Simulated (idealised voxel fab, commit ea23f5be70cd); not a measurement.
The following process module bears the name voxel ribs on slabs.
Cross-sectional view cut (width: 285 nm; square cell size: 5 nm).
We lay out every cross-section as a grid of square cells and spell it out in bands from the top down, where one band means one or more rows of cells.
In this notation a band is specified by the heights of its top and bottom, in that order and in nm, after which its materials appear from left to right, each paired with its width in nm. The word "all across" attached to a single material means that material fills the band from edge to edge; the word "air" stands for empty space.
A quick word on heights: they are counted from 0, and under that level the wafer as it came to us is one material throughout. The lowest band is different from the rest in having no bottom; it simply continues downward, written as in "top 0, no bottom".
A width such as "30->40" changes by the same amount from each row of cells to the next, from the band's top row to its bottom row.
Any step labelled "all unchanged" changed none of the cells in the cross-section.
"Closed void table": sealed empty spaces, 8 cells or more, no open way to top, listed width x height at distance, with distance from the left edge and width, height and distance in nm.
On each step's line, the part that comes after the settings is the simulator's own comment on the step.
A step line may carry the setting "overlay nm", which, for steps involving a mask, states the distance by which the mask lay to the right of its intended position; negative values denote displacement to the left.

The steps planned for the process are as follows
1 RECEIVE with material Si
2 DIRECTIONAL_DEP with material SiO2, thk nm 30
3 DIRECTIONAL_DEP with material SiN, thk nm 25
4 DIRECTIONAL_DEP with material aC, thk nm 10
5 PATTERN with tone cover, mask id RIB, material resist, width nm 30, thk nm 25, overlay nm 0
6 DIRECTIONAL_ETCH with etch materials aC, depth nm 10
7 STRIP with etch materials resist
8 DIRECTIONAL_ETCH with etch materials SiN, depth nm 5
9 STRIP with etch materials aC
10 MASKED_ETCH with tone cover, mask id SLAB, width nm 60, etch materials SiN, depth nm 20, overlay nm 0
11 FILL_DEP with material SiO2, thk nm 25
12 CMP with height nm 70
13 DIRECTIONAL_DEP with material TiN, thk nm 10
14 PATTERN with tone cover, mask id HEATER, material resist, width nm 40, thk nm 20, overlay nm 0
15 DIRECTIONAL_ETCH with etch materials TiN, depth nm 10
16 STRIP with etch materials resist
17 CONFORMAL_DEP with material SiN, thk nm 5

The first of two wafers, run as planned

Step 1 complete: cross-section of the wafer as received
	top 0, no bottom = Si all across
	Closed void table: none

Presented here is a cross-section of the wafer after step 2 has been performed
	top 30, bottom 0 = SiO2 all across
	Below 0, the layers are the same as they were.

Presented here is a cross-section of the wafer after step 3 has been performed
	top 55, bottom 30 = SiN all across
	Below 30, the layers are the same as they were.

Presented here is a cross-section of the wafer after step 4 has been performed
	top 65, bottom 55 = aC all across
	Below 55, the layers are the same as they were.

Presented here is a cross-section of the wafer after step 5 has been performed
	top 90, bottom 65 = 125 nm air | 30 nm resist | 130 nm air
	Below 65, the layers are the same as they were.

Presented here is a cross-section of the wafer after step 6 has been performed
	top 80, bottom 65 = 125 nm air | 30 nm resist | 130 nm air
	top 65, bottom 55 = 125 nm air | 30 nm aC | 130 nm air
	Below 55, the layers are the same as they were.

Presented here is a cross-section of the wafer after step 7 has been performed
	top 65, bottom 55 = 125 nm air | 30 nm aC | 130 nm air
	Below 55, the layers are the same as they were.

Presented here is a cross-section of the wafer after step 8 has been performed
	top 65, bottom 55 = 125 nm air | 30 nm aC | 130 nm air
	top 55, bottom 50 = 125 nm air | 30 nm SiN | 130 nm air
	Below 50, the layers are the same as they were.

Presented here is a cross-section of the wafer after step 9 has been performed
	top 55, bottom 50 = 125 nm air | 30 nm SiN | 130 nm air
	Below 50, the layers are the same as they were.

Presented here is a cross-section of the wafer after step 10 has been performed
	top 55, bottom 50 = 125 nm air | 30 nm SiN | 130 nm air
	top 50, bottom 30 = 110 nm air | 60 nm SiN | 115 nm air
	Below 30, the layers are the same as they were.

Presented here is a cross-section of the wafer after step 11 has been performed
	top 80, bottom 55 = SiO2 all across
	top 55, bottom 50 = 125 nm SiO2 | 30 nm SiN | 130 nm SiO2
	top 50, bottom 30 = 110 nm SiO2 | 60 nm SiN | 115 nm SiO2
	Below 30, the layers are the same as they were.

Presented here is a cross-section of the wafer after step 12 has been performed
	top 70, bottom 55 = SiO2 all across
	Below 55, the layers are the same as they were.

Presented here is a cross-section of the wafer after step 13 has been performed
	top 80, bottom 70 = TiN all across
	Below 70, the layers are the same as they were.

Presented here is a cross-section of the wafer after step 14 has been performed
	top 100, bottom 80 = 120 nm air | 40 nm resist | 125 nm air
	Below 80, the layers are the same as they were.

Presented here is a cross-section of the wafer after step 15 has been performed
	top 100, bottom 80 = 120 nm air | 40 nm resist | 125 nm air
	top 80, bottom 70 = 120 nm air | 40 nm TiN | 125 nm air
	Below 70, the layers are the same as they were.

Presented here is a cross-section of the wafer after step 16 has been performed
	top 80, bottom 70 = 120 nm air | 40 nm TiN | 125 nm air
	Below 70, the layers are the same as they were.

Presented here is a cross-section of the wafer after step 17 has been performed
	top 85, bottom 80 = 115 nm air | 50 nm SiN | 120 nm air
	top 80, bottom 75 = 115 nm air | 5 nm SiN | 40 nm TiN | 5 nm SiN | 120 nm air
	top 75, bottom 70 = 120 nm SiN | 40 nm TiN | 125 nm SiN
	Below 70, the layers are the same as they were.

The second wafer: identical to the first at the outset and in its planned sequence, differing only in that one mistake was made during processing; up to and including step 1, its path is the first wafer's path

Second wafer, cut view, end of step 2 per plan
	top 60, bottom 0 = SiO2 all across
	Below 0, the layers are the same as they were.

Second wafer, cut view, end of step 3 per plan
	top 85, bottom 60 = SiN all across
	Below 60, the layers are the same as they were.

Second wafer, cut view, end of step 4 per plan
	top 95, bottom 85 = aC all across
	Below 85, the layers are the same as they were.

Second wafer, cut view, end of step 5 per plan
	top 120, bottom 95 = 125 nm air | 30 nm resist | 130 nm air
	Below 95, the layers are the same as they were.

Second wafer, cut view, end of step 6 per plan
	top 110, bottom 95 = 125 nm air | 30 nm resist | 130 nm air
	top 95, bottom 85 = 125 nm air | 30 nm aC | 130 nm air
	Below 85, the layers are the same as they were.

Second wafer, cut view, end of step 7 per plan
	top 95, bottom 85 = 125 nm air | 30 nm aC | 130 nm air
	Below 85, the layers are the same as they were.

Second wafer, cut view, end of step 8 per plan
	top 95, bottom 85 = 125 nm air | 30 nm aC | 130 nm air
	top 85, bottom 80 = 125 nm air | 30 nm SiN | 130 nm air
	Below 80, the layers are the same as they were.

Second wafer, cut view, end of step 9 per plan
	top 85, bottom 80 = 125 nm air | 30 nm SiN | 130 nm air
	Below 80, the layers are the same as they were.

Second wafer, cut view, end of step 10 per plan
	top 85, bottom 80 = 125 nm air | 30 nm SiN | 130 nm air
	top 80, bottom 60 = 110 nm air | 60 nm SiN | 115 nm air
	Below 60, the layers are the same as they were.

Second wafer, cut view, end of step 11 per plan
	top 110, bottom 85 = SiO2 all across
	top 85, bottom 80 = 125 nm SiO2 | 30 nm SiN | 130 nm SiO2
	top 80, bottom 60 = 110 nm SiO2 | 60 nm SiN | 115 nm SiO2
	Below 60, the layers are the same as they were.

Second wafer, cut view, end of step 12 per plan
	top 70, bottom 60 = 110 nm SiO2 | 60 nm SiN | 115 nm SiO2
	Below 60, the layers are the same as they were.

Second wafer, cut view, end of step 13 per plan
	top 80, bottom 70 = TiN all across
	Below 70, the layers are the same as they were.

Second wafer, cut view, end of step 14 per plan
	top 100, bottom 80 = 120 nm air | 40 nm resist | 125 nm air
	Below 80, the layers are the same as they were.

Second wafer, cut view, end of step 15 per plan
	top 100, bottom 80 = 120 nm air | 40 nm resist | 125 nm air
	top 80, bottom 70 = 120 nm air | 40 nm TiN | 125 nm air
	Below 70, the layers are the same as they were.

Second wafer, cut view, end of step 16 per plan
	top 80, bottom 70 = 120 nm air | 40 nm TiN | 125 nm air
	Below 70, the layers are the same as they were.

Second wafer, cut view, end of step 17 per plan
	top 85, bottom 80 = 115 nm air | 50 nm SiN | 120 nm air
	top 80, bottom 75 = 115 nm air | 5 nm SiN | 40 nm TiN | 5 nm SiN | 120 nm air
	top 75, bottom 70 = 120 nm SiN | 40 nm TiN | 125 nm SiN
	Below 70, the layers are the same as they were.
Here's what went sideways: the plan's step 2 ran twice
Bottom line after processing is that, in cells, the second wafer is up or down on some materials versus the first: 30 fewer of SiN, 30 more of SiO2
